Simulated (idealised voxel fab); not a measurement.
process module | voxel gate over fins
cross-section cut | 275 nm wide | cells 5 nm
A cross-section is a grid of square cells, given in bands from the top down. A band is one or more rows of cells.
Each band's line starts with the height of the band's top and of its bottom, in nm. Then come its materials from left to right, each with its width in nm. One material with "throughout" fills the band from edge to edge. "air" is empty space.
Height 0 is the level under which the wafer as received is all one material. The lowest band goes on downwards, as in "0 down".
A width such as "30 to 40" changes by the same amount from each row of cells to the next, from the band's top row to its bottom row.
"no change" after a step means that no cell of the cross-section changed.
closed voids: empty space of 8 cells or more with no open way to the top, each as width x height at its distance from the left edge, in nm
after a step's settings: what the simulator itself notes on the step
overlay nm, on a step with a mask: how far to the right of its planned place the mask lay; to the left if negative
plan
1 op RECEIVE | material Si
2 op CONFORMAL_DEP | material SiN | thk nm 10
3 op MASKED_ETCH | tone cover | mask id FINS | width nm 15 | pitch nm 40 | etch materials SiN | depth nm 10 | overlay nm 0
4 op MASKED_ETCH | tone cover | mask id FINS | width nm 15 | pitch nm 40 | etch materials Si | depth nm 35 | overlay nm 0
5 op FILL_DEP | material SiO2 | thk nm 15
6 op CMP | height nm 10
7 op SELECTIVE_ETCH | etch materials SiO2 | depth nm 25
8 op STRIP | etch materials SiN
9 op CONFORMAL_DEP | material HfO2 | thk nm 5
10 op CONFORMAL_DEP | material TiN | thk nm 5
11 op FILL_DEP | material W | thk nm 10
12 op CMP | height nm 15
13 op CONFORMAL_DEP | material SiN | thk nm 10
as received, after step 1
  0 down: Si throughout
  closed voids: none
first wafer at the end, as planned
  25 to 15: SiN throughout
  15 to 10: W throughout
  10 to 5: W 100 | TiN 35 | W 5 | TiN 35 | W 100
  5 to 0: W 100 | TiN 5 | HfO2 25 | TiN 5 | W 5 | TiN 5 | HfO2 25 | TiN 5 | W 100
  0 to -5: W 100 | TiN 5 | HfO2 5 | Si 15 | HfO2 5 | TiN 5 | W 5 | TiN 5 | HfO2 5 | Si 15 | HfO2 5 | TiN 5 | W 100
  -5 to -10: TiN 105 | HfO2 5 | Si 15 | HfO2 5 | TiN 15 | HfO2 5 | Si 15 | HfO2 5 | TiN 105
  -10 to -15: HfO2 110 | Si 15 | HfO2 25 | Si 15 | HfO2 110
  -15 to -35: SiO2 110 | Si 15 | SiO2 25 | Si 15 | SiO2 110
  -35 down: Si throughout
  closed voids: none
second wafer at the end: like start, like plan, one mistake
  25 to 15: SiN throughout
  15 to 5: HfO2 115 | TiN 5 | HfO2 35 | TiN 5 | HfO2 115
  5 to 0: HfO2 throughout
  0 to -35: HfO2 110 | Si 15 | HfO2 25 | Si 15 | HfO2 110
  -35 down: Si throughout
  closed voids: none
what went wrong: step 5 ran as: op FILL_DEP | material HfO2 | thk nm 15
at the end the second wafer has, in cells: 437 more of HfO2 | 196 fewer of SiO2 | 63 fewer of TiN | 178 fewer of W
